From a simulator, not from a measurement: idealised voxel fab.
A process module follows: voxel self aligned vias.
FYI the section here is cut, 215 nm wide, cells are 5 nm squares.
If you're reading a cross-section in this doc, picture square cells in a grid; it comes to you as bands, top ones listed first down to the bottom, and a band can be one or more rows of cells. Read a band's entry like this: the first values are the height of its top and the height of its bottom in nm, and what follows is the sequence of materials from left to right, each with its width in nm. Note that "blank" is empty space, and that a single material marked "throughout" reaches across the band from edge to edge. Height datum 0, below which the as-received substrate wafer is one material. Lowest band open at the bottom, running downward: "0 and below". Read "30..40" as a graded width: first number on top, second number at the bottom, same change between each pair of neighbouring rows. Reading "nothing different" for a step: not a cell of the cross-section changed in it. So "Closed void catalog" is basically the list of trapped voids: any empty space of 8 cells or more that can't reach the top through an opening. They're written width x height at distance, the distance being from the left edge, and it's all nm. Whatever follows a step's settings on its line is a remark the simulator itself makes about that step. The line of a step may include "overlay nm". On a step with a mask, this value is how far to the right of its planned place the mask lay. A negative value means the mask lay to the left.
### Steps planned for the process
1,RECEIVE,material Si
2,CONFORMAL_DEP,material SiO2,thk nm 10
3,CONFORMAL_DEP,material SiCN,thk nm 5
4,DIRECTIONAL_DEP,material SiO2,thk nm 20
5,DIRECTIONAL_DEP,material aC,thk nm 15
6,PATTERN,tone open,mask id LINES,material resist,width nm 20,pitch nm 60,thk nm 30,overlay nm 0
7,DIRECTIONAL_ETCH,etch materials aC,depth nm 15
8,STRIP,etch materials resist
9,DIRECTIONAL_ETCH,etch materials SiO2,depth nm 20
10,STRIP,etch materials aC
11,CONFORMAL_DEP,material TiN,thk nm 5
12,FILL_DEP,material W,thk nm 10
13,CMP,height nm 35
14,SELECTIVE_ETCH,etch materials W Ru TiN,depth nm 10
15,FILL_DEP,material SiN,thk nm 10
16,CMP,height nm 35
17,DIRECTIONAL_DEP,material SiO2,thk nm 15
18,DIRECTIONAL_DEP,material aC,thk nm 10
19,PATTERN,tone open,mask id VIAS,material resist,width nm 30,thk nm 30,overlay nm 0
20,DIRECTIONAL_ETCH,etch materials aC,depth nm 10
21,STRIP,etch materials resist
22,DIRECTIONAL_ETCH,etch materials SiO2,depth nm 15
23,DIRECTIONAL_ETCH,etch materials SiN,depth nm 10
24,STRIP,etch materials aC
25,CONFORMAL_DEP,material TiN,thk nm 5
26,FILL_DEP,material W,thk nm 5
27,CMP,height nm 50
28,CONFORMAL_DEP,material SiN,thk nm 5
### Wafer cross-section on receipt, i.e. after step 1
- 0 and below | Si throughout
- Closed void catalog: none
### End-of-module XS, first of two wafers, run as planned
- 55 down to 50 | SiN throughout
- 50 down to 40 | 60 SiO2; 5 TiN; 20 W; 5 TiN; 125 SiO2
- 40 down to 35 | 60 SiO2; 10 TiN; 10 W; 10 TiN; 125 SiO2
- 35 down to 30 | 65 SiO2; 5 TiN; 10 W; 5 TiN; 40 SiO2; 20 SiN; 70 SiO2
- 30 down to 25 | 65 SiO2; 20 TiN; 40 SiO2; 20 SiN; 70 SiO2
- 25 down to 20 | 65 SiO2; 5 TiN; 10 W; 5 TiN; 40 SiO2; 5 TiN; 10 W; 5 TiN; 70 SiO2
- 20 down to 15 | 65 SiO2; 20 TiN; 40 SiO2; 20 TiN; 70 SiO2
- 15 down to 10 | SiCN throughout
- 10 down to 0 | SiO2 throughout
- 0 and below | Si throughout
- Closed void catalog: none
### What the second wafer looks like in cross-section once the module is done. Its start and its plan matched the first wafer's exactly; what differed was one mistake in how it was run
- 55 down to 50 | SiN throughout
- 50 down to 35 | 60 SiO2; 5 TiN; 20 W; 5 TiN; 125 SiO2
- 35 down to 30 | 60 SiN; 5 TiN; 20 W; 5 TiN; 125 SiN
- 30 down to 25 | 60 SiN; 30 TiN; 125 SiN
- 25 down to 10 | 65 SiO2; 5 TiN; 10 W; 5 TiN; 40 SiO2; 5 TiN; 10 W; 5 TiN; 70 SiO2
- 10 down to 5 | 65 SiO2; 20 TiN; 40 SiO2; 20 TiN; 70 SiO2
- 5 down to 0 | SiCN throughout
- 0 and below | Si throughout
- Closed void catalog: none
The plan and the run diverged here: step 2 in the plan did not get run; it was skipped
Looking at both finished wafers in cells, the second ends up ahead of or behind the first on some materials: +66 SiN, -86 SiO2, +8 TiN, +12 W
